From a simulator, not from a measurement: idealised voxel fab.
The following process module bears the name voxel capacitor over wiring.
Cross-section cut: width 160 nm, square cells of 5 nm.
Cross-section format: a grid of square cells, given as bands from top to bottom; each band is one or more rows of cells. First you get the band's top height and its bottom height, in nm, and then the materials it's made of, left to right, with each width in nm. If you see a single material with "all across", that one covers the band edge to edge. "air" is empty space. Measure heights from 0. That's the level where, below it, the as-received wafer is all one material. The lowest band is bottomless and extends downward; write it as in "0 down". Note: "30 to 40" means the width goes from the first number (top row of the band) to the second number (bottom row) in equal steps per row of cells. Reading "everything unchanged" for a step: not a cell of the cross-section changed in it. Heads up: "Sealed-off cavities" only lists the empty pockets with no open path to the top that are 8 cells or more, and it writes them as width x height at distance, distance from the left edge, in nm. after a step's settings: what the simulator itself notes on the step. Among the settings permitted on a step's line is "overlay nm"; applied to a step with a mask, it specifies the extent to which the mask lay to the right of its planned position, whereas a negative figure signifies a position to the left. Note: before/after cross-section pairs follow, one process step per pair, after-side truncated at the lowest changed band, step and settings given beneath. Different runs of this module on the same starting wafer may supply the pairs; a pair continues the one above only where the "Prior to processing" entry says so.
Prior to processing:
    115 to 95: 40 nm air / 55 nm resist / 65 nm air
    95 to 80: 40 nm air / 55 nm aC / 65 nm air
    80 to 70: TiN all across
    70 to 65: SiN all across
    65 to 60: Ru all across
    60 to 50: 40 nm lowk / 5 nm TiN / 5 nm W / 5 nm TiN / 105 nm lowk
    50 to 45: 40 nm SiCN / 15 nm TiN / 105 nm SiCN
    45 to 40: 30 nm SiCN / 30 nm Ru / 40 nm SiCN / 30 nm Ru / 30 nm SiCN
    40 to 20: 35 nm SiO2 / 5 nm TiN / 10 nm Cu / 5 nm TiN / 50 nm SiO2 / 5 nm TiN / 10 nm Cu / 5 nm TiN / 35 nm SiO2
    20 to 15: 35 nm SiCN / 20 nm TiN / 50 nm SiCN / 20 nm TiN / 35 nm SiCN
    15 to 0: SiO2 all across
    0 down: Si all across
    Sealed-off cavities: none
Structure After Step:
    95 to 80: 40 nm air / 55 nm aC / 65 nm air
    Lower than 80, everything is as it was.
    Sealed-off cavities: none
Before/after cross-sections above; step in between: STRIP | etch materials resist
Prior to processing: the pre-step structure is the one depicted after the step in the pair just above.
Structure After Step:
    95 to 80: 40 nm air / 55 nm aC / 65 nm air
    80 to 70: 40 nm air / 55 nm TiN / 65 nm air
    Lower than 70, everything is as it was.
    Sealed-off cavities: none
Before/after cross-sections above; step in between: DIRECTIONAL_ETCH | etch materials TiN | depth nm 10
Prior to processing: the pre-step structure is the one depicted after the step in the pair just above.
Structure After Step:
    95 to 80: 40 nm air / 55 nm aC / 65 nm air
    80 to 70: 40 nm air / 55 nm TiN / 65 nm air
    70 to 65: 40 nm air / 55 nm SiN / 65 nm air
    Lower than 65, everything is as it was.
    Sealed-off cavities: none
Before/after cross-sections above; step in between: DIRECTIONAL_ETCH | etch materials SiN | depth nm 5
Prior to processing: the pre-step structure is the one depicted after the step in the pair just above.
Structure After Step:
    80 to 70: 40 nm air / 55 nm TiN / 65 nm air
    Lower than 70, everything is as it was.
    Sealed-off cavities: none
Before/after cross-sections above; step in between: STRIP | etch materials aC
Prior to processing: the pre-step structure is the one depicted after the step in the pair just above.
Structure After Step:
    100 to 80: 35 nm air / 65 nm resist / 60 nm air
    80 to 70: 35 nm air / 5 nm resist / 55 nm TiN / 5 nm resist / 60 nm air
    70 to 65: 35 nm air / 5 nm resist / 55 nm SiN / 5 nm resist / 60 nm air
    Lower than 65, everything is as it was.
    Sealed-off cavities: none
Before/after cross-sections above; step in between: PATTERN | tone cover | mask id LOWER_PLATE | material resist | width nm 65 | thk nm 20 | overlay nm 0
Prior to processing: the pre-step structure is the one depicted after the step in the pair just above.
Structure After Step:
    80 to 70: 40 nm air / 55 nm TiN / 65 nm air
    70 to 65: 40 nm air / 55 nm SiN / 65 nm air
    Lower than 65, everything is as it was.
    Sealed-off cavities: none
Before/after cross-sections above; step in between: STRIP | etch materials resist
Prior to processing: the pre-step structure is the one depicted after the step in the pair just above.
Structure After Step:
    95 to 80: SiO2 all across
    80 to 70: 40 nm SiO2 / 55 nm TiN / 65 nm SiO2
    70 to 65: 40 nm SiO2 / 55 nm SiN / 65 nm SiO2
    Lower than 65, everything is as it was.
    Sealed-off cavities: none
Before/after cross-sections above; step in between: FILL_DEP | material SiO2 | thk nm 15
Prior to processing: the pre-step structure is the one depicted after the step in the pair just above.
Structure After Step:
    90 to 80: SiO2 all across
    Lower than 80, everything is as it was.
    Sealed-off cavities: none
Before/after cross-sections above; step in between: CMP | height nm 90
Prior to processing: the pre-step structure is the one depicted after the step in the pair just above.
Structure After Step:
    90 to 80: 50 nm SiO2 / 15 nm air / 95 nm SiO2
    Lower than 80, everything is as it was.
    Sealed-off cavities: none
Before/after cross-sections above; step in between: MASKED_ETCH | tone open | mask id PLUG_2 | width nm 15 | etch materials SiO2 | depth nm 10 | overlay nm 0
Prior to processing: the pre-step structure is the one depicted after the step in the pair just above.
Structure After Step:
    95 to 90: 55 nm TiN / 5 nm air / 100 nm TiN
    90 to 85: 50 nm SiO2 / 5 nm TiN / 5 nm air / 5 nm TiN / 95 nm SiO2
    85 to 80: 50 nm SiO2 / 15 nm TiN / 95 nm SiO2
    Lower than 80, everything is as it was.
    Sealed-off cavities: none
Before/after cross-sections above; step in between: CONFORMAL_DEP | material TiN | thk nm 5
Prior to processing: the pre-step structure is the one depicted after the step in the pair just above.
Structure After Step:
    105 to 95: Cu all across
    95 to 90: 55 nm TiN / 5 nm Cu / 100 nm TiN
    90 to 85: 50 nm SiO2 / 5 nm TiN / 5 nm Cu / 5 nm TiN / 95 nm SiO2
    Lower than 85, everything is as it was.
    Sealed-off cavities: none
Before/after cross-sections above; step in between: FILL_DEP | material Cu | thk nm 10
Prior to processing: the pre-step structure is the one depicted after the step in the pair just above.
Structure After Step:
    90 to 85: 50 nm SiO2 / 5 nm TiN / 5 nm Cu / 5 nm TiN / 95 nm SiO2
    Lower than 85, everything is as it was.
    Sealed-off cavities: none
Before/after cross-sections above; step in between: CMP | height nm 90
Prior to processing: the pre-step structure is the one depicted after the step in the pair just above.
Structure After Step:
    95 to 90: SiN all across
    Lower than 90, everything is as it was.
    Sealed-off cavities: none
Before/after cross-sections above; step in between: CONFORMAL_DEP | material SiN | thk nm 5
Prior to processing:
    60 to 50: lowk all across
    50 to 45: SiCN all across
    45 to 40: 30 nm SiCN / 30 nm Ru / 40 nm SiCN / 30 nm Ru / 30 nm SiCN
    40 to 20: 35 nm SiO2 / 5 nm TiN / 10 nm Cu / 5 nm TiN / 50 nm SiO2 / 5 nm TiN / 10 nm Cu / 5 nm TiN / 35 nm SiO2
    20 to 15: 35 nm SiCN / 20 nm TiN / 50 nm SiCN / 20 nm TiN / 35 nm SiCN
    15 to 0: SiO2 all across
    0 down: Si all across
    Sealed-off cavities: none
Structure After Step:
    80 to 60: 40 nm air / 15 nm resist / 105 nm air
    Lower than 60, everything is as it was.
    Sealed-off cavities: none
Before/after cross-sections above; step in between: PATTERN | tone cover | mask id PLUG_1 | material resist | width nm 15 | thk nm 20 | overlay nm 0
Prior to processing: the pre-step structure is the one depicted after the step in the pair just above.
Structure After Step:
    80 to 60: 40 nm air / 15 nm resist / 105 nm air
    60 to 50: 40 nm air / 15 nm lowk / 105 nm air
    Lower than 50, everything is as it was.
    Sealed-off cavities: none
Before/after cross-sections above; step in between: DIRECTIONAL_ETCH | etch materials lowk | depth nm 10
Prior to processing: the pre-step structure is the one depicted after the step in the pair just above.
Structure After Step:
    80 to 60: 40 nm air / 15 nm resist / 105 nm air
    60 to 50: 40 nm air / 15 nm lowk / 105 nm air
    50 to 45: 40 nm air / 15 nm SiCN / 105 nm air
    Lower than 45, everything is as it was.
    Sealed-off cavities: none
Before/after cross-sections above; step in between: DIRECTIONAL_ETCH | etch materials SiCN | depth nm 5
Prior to processing: the pre-step structure is the one depicted after the step in the pair just above.
Structure After Step:
    60 to 50: 40 nm air / 15 nm lowk / 105 nm air
    Lower than 50, everything is as it was.
    Sealed-off cavities: none
Before/after cross-sections above; step in between: STRIP | etch materials resist
Prior to processing: the pre-step structure is the one depicted after the step in the pair just above.
Structure After Step:
    65 to 60: 35 nm air / 25 nm TiN / 100 nm air
    60 to 50: 35 nm air / 5 nm TiN / 15 nm lowk / 5 nm TiN / 100 nm air
    50 to 45: 40 nm TiN / 15 nm SiCN / 105 nm TiN
    Lower than 45, everything is as it was.
    Sealed-off cavities: none
Before/after cross-sections above; step in between: CONFORMAL_DEP | material TiN | thk nm 5
Prior to processing: the pre-step structure is the one depicted after the step in the pair just above.
Structure After Step:
    70 to 65: W all across
    65 to 60: 35 nm W / 25 nm TiN / 100 nm W
    60 to 50: 35 nm W / 5 nm TiN / 15 nm lowk / 5 nm TiN / 100 nm W
    Lower than 50, everything is as it was.
    Sealed-off cavities: none
Before/after cross-sections above; step in between: FILL_DEP | material W | thk nm 5
Prior to processing: the pre-step structure is the one depicted after the step in the pair just above.
Structure After Step:
    60 to 50: 35 nm W / 5 nm TiN / 15 nm lowk / 5 nm TiN / 100 nm W
    Lower than 50, everything is as it was.
    Sealed-off cavities: none
Before/after cross-sections above; step in between: CMP | height nm 60
Prior to processing: the pre-step structure is the one depicted after the step in the pair just above.
Structure After Step:
    65 to 60: TiN all across
    Lower than 60, everything is as it was.
    Sealed-off cavities: none
Before/after cross-sections above; step in between: DIRECTIONAL_DEP | material TiN | thk nm 5
Prior to processing: the pre-step structure is the one depicted after the step in the pair just above.
Structure After Step:
    70 to 65: SiN all across
    Lower than 65, everything is as it was.
    Sealed-off cavities: none
Before/after cross-sections above; step in between: DIRECTIONAL_DEP | material SiN | thk nm 5
Prior to processing: the pre-step structure is the one depicted after the step in the pair just above.
Structure After Step:
    80 to 70: TiN all across
    Lower than 70, everything is as it was.
    Sealed-off cavities: none
Before/after cross-sections above; step in between: DIRECTIONAL_DEP | material TiN | thk nm 10
Prior to processing: the pre-step structure is the one depicted after the step in the pair just above.
Structure After Step:
    95 to 80: aC all across
    Lower than 80, everything is as it was.
    Sealed-off cavities: none
Before/after cross-sections above; step in between: DIRECTIONAL_DEP | material aC | thk nm 15
Prior to processing: the pre-step structure is the one depicted after the step in the pair just above.
Structure After Step:
    130 to 95: 40 nm air / 55 nm resist / 65 nm air
    Lower than 95, everything is as it was.
    Sealed-off cavities: none
Before/after cross-sections above; step in between: PATTERN | tone cover | mask id UPPER_PLATE | material resist | width nm 55 | thk nm 35 | overlay nm 0
Prior to processing: the pre-step structure is the one depicted after the step in the pair just above.
Structure After Step:
    115 to 95: 40 nm air / 55 nm resist / 65 nm air
    95 to 80: 40 nm air / 55 nm aC / 65 nm air
    Lower than 80, everything is as it was.
    Sealed-off cavities: none
Before/after cross-sections above; step in between: DIRECTIONAL_ETCH | etch materials aC | depth nm 15
Prior to processing: the pre-step structure is the one depicted after the step in the pair just above.
Structure After Step:
    95 to 80: 40 nm air / 55 nm aC / 65 nm air
    Lower than 80, everything is as it was.
    Sealed-off cavities: none
Before/after cross-sections above; step in between: STRIP | etch materials resist
Prior to processing: the pre-step structure is the one depicted after the step in the pair just above.
Structure After Step:
    95 to 80: 40 nm air / 55 nm aC / 65 nm air
    80 to 70: 40 nm air / 55 nm TiN / 65 nm air
    Lower than 70, everything is as it was.
    Sealed-off cavities: none
Before/after cross-sections above; step in between: DIRECTIONAL_ETCH | etch materials TiN | depth nm 10
Prior to processing: the pre-step structure is the one depicted after the step in the pair just above.
Structure After Step:
    95 to 80: 40 nm air / 55 nm aC / 65 nm air
    80 to 70: 40 nm air / 55 nm TiN / 65 nm air
    70 to 65: 40 nm air / 55 nm SiN / 65 nm air
    Lower than 65, everything is as it was.
    Sealed-off cavities: none
Before/after cross-sections above; step in between: DIRECTIONAL_ETCH | etch materials SiN | depth nm 5
Prior to processing: the pre-step structure is the one depicted after the step in the pair just above.
Structure After Step:
    80 to 70: 40 nm air / 55 nm TiN / 65 nm air
    Lower than 70, everything is as it was.
    Sealed-off cavities: none
Before/after cross-sections above; step in between: STRIP | etch materials aC
Prior to processing: the pre-step structure is the one depicted after the step in the pair just above.
Structure After Step:
    100 to 80: 35 nm air / 65 nm resist / 60 nm air
    80 to 70: 35 nm air / 5 nm resist / 55 nm TiN / 5 nm resist / 60 nm air
    70 to 65: 35 nm air / 5 nm resist / 55 nm SiN / 5 nm resist / 60 nm air
    Lower than 65, everything is as it was.
    Sealed-off cavities: none
Before/after cross-sections above; step in between: PATTERN | tone cover | mask id LOWER_PLATE | material resist | width nm 65 | thk nm 20 | overlay nm 0
Prior to processing: the pre-step structure is the one depicted after the step in the pair just above.
Structure After Step:
    100 to 80: 35 nm air / 65 nm resist / 60 nm air
    80 to 70: 35 nm air / 5 nm resist / 55 nm TiN / 5 nm resist / 60 nm air
    70 to 65: 35 nm air / 5 nm resist / 55 nm SiN / 5 nm resist / 60 nm air
    65 to 60: 35 nm air / 65 nm TiN / 60 nm air
    Lower than 60, everything is as it was.
    Sealed-off cavities: none
Before/after cross-sections above; step in between: DIRECTIONAL_ETCH | etch materials TiN | depth nm 5
Prior to processing: the pre-step structure is the one depicted after the step in the pair just above.
Structure After Step:
    80 to 70: 40 nm air / 55 nm TiN / 65 nm air
    70 to 65: 40 nm air / 55 nm SiN / 65 nm air
    Lower than 65, everything is as it was.
    Sealed-off cavities: none
Before/after cross-sections above; step in between: STRIP | etch materials resist
Prior to processing: the pre-step structure is the one depicted after the step in the pair just above.
Structure After Step:
    95 to 80: SiO2 all across
    80 to 70: 40 nm SiO2 / 55 nm TiN / 65 nm SiO2
    70 to 65: 40 nm SiO2 / 55 nm SiN / 65 nm SiO2
    65 to 60: 35 nm SiO2 / 65 nm TiN / 60 nm SiO2
    Lower than 60, everything is as it was.
    Sealed-off cavities: none
Before/after cross-sections above; step in between: FILL_DEP | material SiO2 | thk nm 15
Prior to processing: the pre-step structure is the one depicted after the step in the pair just above.
Structure After Step:
    90 to 80: SiO2 all across
    Lower than 80, everything is as it was.
    Sealed-off cavities: none
Before/after cross-sections above; step in between: CMP | height nm 90
Prior to processing: the pre-step structure is the one depicted after the step in the pair just above.
Structure After Step:
    90 to 80: 50 nm SiO2 / 15 nm air / 95 nm SiO2
    Lower than 80, everything is as it was.
    Sealed-off cavities: none
Before/after cross-sections above; step in between: MASKED_ETCH | tone open | mask id PLUG_2 | width nm 15 | etch materials SiO2 | depth nm 10 | overlay nm 0
Prior to processing: the pre-step structure is the one depicted after the step in the pair just above.
Structure After Step:
    95 to 90: 55 nm TiN / 5 nm air / 100 nm TiN
    90 to 85: 50 nm SiO2 / 5 nm TiN / 5 nm air / 5 nm TiN / 95 nm SiO2
    85 to 80: 50 nm SiO2 / 15 nm TiN / 95 nm SiO2
    Lower than 80, everything is as it was.
    Sealed-off cavities: none
Before/after cross-sections above; step in between: CONFORMAL_DEP | material TiN | thk nm 5
Prior to processing: the pre-step structure is the one depicted after the step in the pair just above.
Structure After Step:
    105 to 95: Cu all across
    95 to 90: 55 nm TiN / 5 nm Cu / 100 nm TiN
    90 to 85: 50 nm SiO2 / 5 nm TiN / 5 nm Cu / 5 nm TiN / 95 nm SiO2
    Lower than 85, everything is as it was.
    Sealed-off cavities: none
Before/after cross-sections above; step in between: FILL_DEP | material Cu | thk nm 10
Prior to processing: the pre-step structure is the one depicted after the step in the pair just above.
Structure After Step:
    90 to 85: 50 nm SiO2 / 5 nm TiN / 5 nm Cu / 5 nm TiN / 95 nm SiO2
    Lower than 85, everything is as it was.
    Sealed-off cavities: none
Before/after cross-sections above; step in between: CMP | height nm 90
Prior to processing: the pre-step structure is the one depicted after the step in the pair just above.
Structure After Step:
    95 to 90: SiN all across
    Lower than 90, everything is as it was.
    Sealed-off cavities: none
Before/after cross-sections above; step in between: CONFORMAL_DEP | material SiN | thk nm 5
